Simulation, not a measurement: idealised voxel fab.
The document below concerns the process module designated voxel fin reveal.
Cross-section cut: width 255 nm, square cells of 5 nm.
A cross-section is a grid of square cells, given in bands from the top down. A band is one or more rows of cells.
The band entry comprises the height of the band's top followed by the height of its bottom, expressed in nm, and subsequently the band's materials from left to right, each stated together with its width in nm. Where a single material is marked with the word "full width", that material fills the band from edge to edge. The word "blank" represents empty space.
Heads up on the height convention: 0 is the point under which the incoming wafer is all one material, and the lowest band has no bottom, it just keeps going down, like "0 down".
You'd read "30..40" like this: the band's top row of cells is as wide as the first number, its bottom row is as wide as the second, and going down, every row changes width by the same amount as the row before did.
No cell of the cross-section changed in a step that is given as "stayed the same".
You'll see "Sealed void list" listing empty spaces that have no way open to the top, as long as they're 8 cells or more; the notation is width x height at distance, where the distance is from the left edge, and all of it is in nm.
Post-settings text on a step line: simulator's own remark regarding the step.
When a step includes a mask, the "overlay nm" setting on its line states how far to the right of its planned place that mask lay, and negative values state how far to the left.
[These are the steps we planned for the process]
1) RECEIVE,material Si
2) CONFORMAL_DEP,material SiN,thk nm 5
3) DIRECTIONAL_DEP,material aC,thk nm 10
4) PATTERN,tone cover,mask id FINS,material resist,width nm 15,pitch nm 35,thk nm 25,overlay nm 0
5) DIRECTIONAL_ETCH,etch materials aC,depth nm 10
6) STRIP,etch materials resist
7) DIRECTIONAL_ETCH,etch materials SiN,depth nm 5
8) DIRECTIONAL_ETCH,etch materials Si,depth nm 30
9) STRIP,etch materials aC
10) FILL_DEP,material SiO2,thk nm 15
11) CMP,height nm 5
12) SELECTIVE_ETCH,etch materials SiO2,depth nm 15
13) STRIP,etch materials SiN
14) CONFORMAL_DEP,material HfO2,thk nm 5
[first wafer, as planned]
[Here's what the wafer looked like in cross-section when it arrived - that's after step 1]
* 0 down = Si full width
* Sealed void list: none
[Step 2 done - wafer cross-section]
* 5 to 0 = SiN full width
* All layers under 0 are left as they were.
[Step 3 done - wafer cross-section]
* 15 to 5 = aC full width
* All layers under 5 are left as they were.
[Step 4 done - wafer cross-section]
* 40 to 15 = 85 blank, then 15 resist, then 20 blank, then 15 resist, then 20 blank, then 15 resist, then 85 blank
* All layers under 15 are left as they were.
[Step 5 done - wafer cross-section]
* 30 to 15 = 85 blank, then 15 resist, then 20 blank, then 15 resist, then 20 blank, then 15 resist, then 85 blank
* 15 to 5 = 85 blank, then 15 aC, then 20 blank, then 15 aC, then 20 blank, then 15 aC, then 85 blank
* All layers under 5 are left as they were.
[Step 6 done - wafer cross-section]
* 15 to 5 = 85 blank, then 15 aC, then 20 blank, then 15 aC, then 20 blank, then 15 aC, then 85 blank
* All layers under 5 are left as they were.
[Step 7 done - wafer cross-section]
* 15 to 5 = 85 blank, then 15 aC, then 20 blank, then 15 aC, then 20 blank, then 15 aC, then 85 blank
* 5 to 0 = 85 blank, then 15 SiN, then 20 blank, then 15 SiN, then 20 blank, then 15 SiN, then 85 blank
* All layers under 0 are left as they were.
[Step 8 done - wafer cross-section]
* 15 to 5 = 85 blank, then 15 aC, then 20 blank, then 15 aC, then 20 blank, then 15 aC, then 85 blank
* 5 to 0 = 85 blank, then 15 SiN, then 20 blank, then 15 SiN, then 20 blank, then 15 SiN, then 85 blank
* 0 to -30 = 85 blank, then 15 Si, then 20 blank, then 15 Si, then 20 blank, then 15 Si, then 85 blank
* All layers under -30 are left as they were.
[Step 9 done - wafer cross-section]
* 5 to 0 = 85 blank, then 15 SiN, then 20 blank, then 15 SiN, then 20 blank, then 15 SiN, then 85 blank
* All layers under 0 are left as they were.
[Step 10 done - wafer cross-section]
* 20 to 5 = SiO2 full width
* 5 to 0 = 85 SiO2, then 15 SiN, then 20 SiO2, then 15 SiN, then 20 SiO2, then 15 SiN, then 85 SiO2
* 0 to -30 = 85 SiO2, then 15 Si, then 20 SiO2, then 15 Si, then 20 SiO2, then 15 Si, then 85 SiO2
* All layers under -30 are left as they were.
[Step 11 done - wafer cross-section]
* 5 to 0 = 85 SiO2, then 15 SiN, then 20 SiO2, then 15 SiN, then 20 SiO2, then 15 SiN, then 85 SiO2
* All layers under 0 are left as they were.
[Step 12 done - wafer cross-section]
* 5 to 0 = 85 blank, then 15 SiN, then 20 blank, then 15 SiN, then 20 blank, then 15 SiN, then 85 blank
* 0 to -10 = 85 blank, then 15 Si, then 20 blank, then 15 Si, then 20 blank, then 15 Si, then 85 blank
* All layers under -10 are left as they were.
[Step 13 done - wafer cross-section]
* 0 to -10 = 85 blank, then 15 Si, then 20 blank, then 15 Si, then 20 blank, then 15 Si, then 85 blank
* All layers under -10 are left as they were.
[Step 14 done - wafer cross-section]
* 5 to 0 = 80 blank, then 25 HfO2, then 10 blank, then 25 HfO2, then 10 blank, then 25 HfO2, then 80 blank
* 0 to -5 = 80 blank, then 5 HfO2, then 15 Si, then 5 HfO2, then 10 blank, then 5 HfO2, then 15 Si, then 5 HfO2, then 10 blank, then 5 HfO2, then 15 Si, then 5 HfO2, then 80 blank
* -5 to -10 = 85 HfO2, then 15 Si, then 20 HfO2, then 15 Si, then 20 HfO2, then 15 Si, then 85 HfO2
* All layers under -10 are left as they were.
[The remaining wafer, second of the two, started like the first and was run to the same plan, except that one mistake was made along the way; the two coincide through step 10, inclusive]
[Cross-sectional view of the second wafer at the intended end time of process step 11]
* -5 to -30 = 85 SiO2, then 15 Si, then 20 SiO2, then 15 Si, then 20 SiO2, then 15 Si, then 85 SiO2
* All layers under -30 are left as they were.
[Cross-sectional view of the second wafer at the intended end time of process step 12]
* -5 to -20 = 85 blank, then 15 Si, then 20 blank, then 15 Si, then 20 blank, then 15 Si, then 85 blank
* All layers under -20 are left as they were.
Cross-sectional view of the second wafer at the intended end time of process step 13: stayed the same
[Cross-sectional view of the second wafer at the intended end time of process step 14]
* 0 to -5 = 80 blank, then 25 HfO2, then 10 blank, then 25 HfO2, then 10 blank, then 25 HfO2, then 80 blank
* -5 to -15 = 80 blank, then 5 HfO2, then 15 Si, then 5 HfO2, then 10 blank, then 5 HfO2, then 15 Si, then 5 HfO2, then 10 blank, then 5 HfO2, then 15 Si, then 5 HfO2, then 80 blank
* -15 to -20 = 85 HfO2, then 15 Si, then 20 HfO2, then 15 Si, then 20 HfO2, then 15 Si, then 85 HfO2
* All layers under -20 are left as they were.
Error vs. plan: it should be noted that step 11 was executed with settings other than those planned, the operation and settings actually applied being CMP,height nm -5
The final cell counts differ between the wafers, with the second having more or fewer of some materials than the first: HfO2: 6 more | Si: 9 fewer | SiO2: 84 fewer
